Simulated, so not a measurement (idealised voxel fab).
Presented below is a process module, voxel tone inversion.
This is section cut - it's 235 nm across, gridded in 5 nm square cells.
Cross-section format: a grid of square cells, given as bands from top to bottom; each band is one or more rows of cells.
Basically the band line says how high the top is and how high the bottom is, in nm, and then what's in it from left to right, every material with its width in nm. Empty space shows up as "air", and if a single material carries "edge to edge" it runs the full band edge to edge.
The reference from which all heights are counted is 0, the level beneath which the as-received wafer is entirely one material; the lowest band, having no lower bound, proceeds downward and is written after the example "0 down".
You'd read "30->40" like this: the band's top row of cells is as wide as the first number, its bottom row is as wide as the second, and going down, every row changes width by the same amount as the row before did.
Step marked "remains unaltered"? Then no cell in the cross-section changed in it.
You'll see "Voids, enclosed" listing empty spaces that have no way open to the top, as long as they're 8 cells or more; the notation is width x height at distance, where the distance is from the left edge, and all of it is in nm.
On each step's line, the part that comes after the settings is the simulator's own comment on the step.
overlay nm: right-of-plan distance of the mask on a masked step; negative values mean left-of-plan.

Process steps foreseen in the plan:
1 RECEIVE | material Si
2 CONFORMAL_DEP | material SiCN | thk nm 5
3 DIRECTIONAL_DEP | material aC | thk nm 15
4 PATTERN | tone cover | mask id POSTS | material resist | width nm 20 | pitch nm 45 | thk nm 25 | overlay nm 0
5 DIRECTIONAL_ETCH | etch materials aC | depth nm 15
6 STRIP | etch materials resist
7 FILL_DEP | material SiO2 | thk nm 5
8 CMP | height nm 20
9 STRIP | etch materials aC
10 CONFORMAL_DEP | material TiN | thk nm 5
11 FILL_DEP | material W | thk nm 10
12 CMP | height nm 20
13 CONFORMAL_DEP | material SiN | thk nm 5

First wafer of two (run as planned):

Cross-section of the wafer upon arrival, representing the state reached after step 1:
- 0 down = Si edge to edge
- Voids, enclosed: none

The wafer in cross-section once step 2 is complete:
- 5 to 0 = SiCN edge to edge
- All layers under 0 are left as they were.

The wafer in cross-section once step 3 is complete:
- 20 to 5 = aC edge to edge
- All layers under 5 are left as they were.

The wafer in cross-section once step 4 is complete:
- 45 to 20 = 85 nm air  20 nm resist  25 nm air  20 nm resist  85 nm air
- All layers under 20 are left as they were.

The wafer in cross-section once step 5 is complete:
- 30 to 20 = 85 nm air  20 nm resist  25 nm air  20 nm resist  85 nm air
- 20 to 5 = 85 nm air  20 nm aC  25 nm air  20 nm aC  85 nm air
- All layers under 5 are left as they were.

The wafer in cross-section once step 6 is complete:
- 20 to 5 = 85 nm air  20 nm aC  25 nm air  20 nm aC  85 nm air
- All layers under 5 are left as they were.

The wafer in cross-section once step 7 is complete:
- 25 to 20 = SiO2 edge to edge
- 20 to 5 = 85 nm SiO2  20 nm aC  25 nm SiO2  20 nm aC  85 nm SiO2
- All layers under 5 are left as they were.

The wafer in cross-section once step 8 is complete:
- 20 to 5 = 85 nm SiO2  20 nm aC  25 nm SiO2  20 nm aC  85 nm SiO2
- All layers under 5 are left as they were.

The wafer in cross-section once step 9 is complete:
- 20 to 5 = 85 nm SiO2  20 nm air  25 nm SiO2  20 nm air  85 nm SiO2
- All layers under 5 are left as they were.

The wafer in cross-section once step 10 is complete:
- 25 to 20 = 90 nm TiN  10 nm air  35 nm TiN  10 nm air  90 nm TiN
- 20 to 10 = 85 nm SiO2  5 nm TiN  10 nm air  5 nm TiN  25 nm SiO2  5 nm TiN  10 nm air  5 nm TiN  85 nm SiO2
- 10 to 5 = 85 nm SiO2  20 nm TiN  25 nm SiO2  20 nm TiN  85 nm SiO2
- All layers under 5 are left as they were.

The wafer in cross-section once step 11 is complete:
- 35 to 25 = W edge to edge
- 25 to 20 = 90 nm TiN  10 nm W  35 nm TiN  10 nm W  90 nm TiN
- 20 to 10 = 85 nm SiO2  5 nm TiN  10 nm W  5 nm TiN  25 nm SiO2  5 nm TiN  10 nm W  5 nm TiN  85 nm SiO2
- All layers under 10 are left as they were.

The wafer in cross-section once step 12 is complete:
- 20 to 10 = 85 nm SiO2  5 nm TiN  10 nm W  5 nm TiN  25 nm SiO2  5 nm TiN  10 nm W  5 nm TiN  85 nm SiO2
- All layers under 10 are left as they were.

The wafer in cross-section once step 13 is complete:
- 25 to 20 = SiN edge to edge
- All layers under 20 are left as they were.

Second wafer, same starting state and plan as the first, one mistake in the run, identical through step 3:

The second wafer cut through, at the time step 4 was supposed to be finished:
- 45 to 20 = 75 nm air  20 nm resist  25 nm air  20 nm resist  95 nm air
- All layers under 20 are left as they were.

The second wafer cut through, at the time step 5 was supposed to be finished:
- 30 to 20 = 75 nm air  20 nm resist  25 nm air  20 nm resist  95 nm air
- 20 to 5 = 75 nm air  20 nm aC  25 nm air  20 nm aC  95 nm air
- All layers under 5 are left as they were.

The second wafer cut through, at the time step 6 was supposed to be finished:
- 20 to 5 = 75 nm air  20 nm aC  25 nm air  20 nm aC  95 nm air
- All layers under 5 are left as they were.

The second wafer cut through, at the time step 7 was supposed to be finished:
- 25 to 20 = SiO2 edge to edge
- 20 to 5 = 75 nm SiO2  20 nm aC  25 nm SiO2  20 nm aC  95 nm SiO2
- All layers under 5 are left as they were.

The second wafer cut through, at the time step 8 was supposed to be finished:
- 20 to 5 = 75 nm SiO2  20 nm aC  25 nm SiO2  20 nm aC  95 nm SiO2
- All layers under 5 are left as they were.

The second wafer cut through, at the time step 9 was supposed to be finished:
- 20 to 5 = 75 nm SiO2  20 nm air  25 nm SiO2  20 nm air  95 nm SiO2
- All layers under 5 are left as they were.

The second wafer cut through, at the time step 10 was supposed to be finished:
- 25 to 20 = 80 nm TiN  10 nm air  35 nm TiN  10 nm air  100 nm TiN
- 20 to 10 = 75 nm SiO2  5 nm TiN  10 nm air  5 nm TiN  25 nm SiO2  5 nm TiN  10 nm air  5 nm TiN  95 nm SiO2
- 10 to 5 = 75 nm SiO2  20 nm TiN  25 nm SiO2  20 nm TiN  95 nm SiO2
- All layers under 5 are left as they were.

The second wafer cut through, at the time step 11 was supposed to be finished:
- 35 to 25 = W edge to edge
- 25 to 20 = 80 nm TiN  10 nm W  35 nm TiN  10 nm W  100 nm TiN
- 20 to 10 = 75 nm SiO2  5 nm TiN  10 nm W  5 nm TiN  25 nm SiO2  5 nm TiN  10 nm W  5 nm TiN  95 nm SiO2
- All layers under 10 are left as they were.

The second wafer cut through, at the time step 12 was supposed to be finished:
- 20 to 10 = 75 nm SiO2  5 nm TiN  10 nm W  5 nm TiN  25 nm SiO2  5 nm TiN  10 nm W  5 nm TiN  95 nm SiO2
- All layers under 10 are left as they were.

The second wafer cut through, at the time step 13 was supposed to be finished:
- 25 to 20 = SiN edge to edge
- All layers under 20 are left as they were.
In executing the process, a mistake was made relative to the plan: for step 4, the planned setting was not used; the step was instead run as PATTERN | tone cover | mask id POSTS | material resist | width nm 20 | pitch nm 45 | thk nm 25 | overlay nm -10
At the end, each material covers as many cells on the second wafer as it does on the first, though the cells it covers are elsewhere.
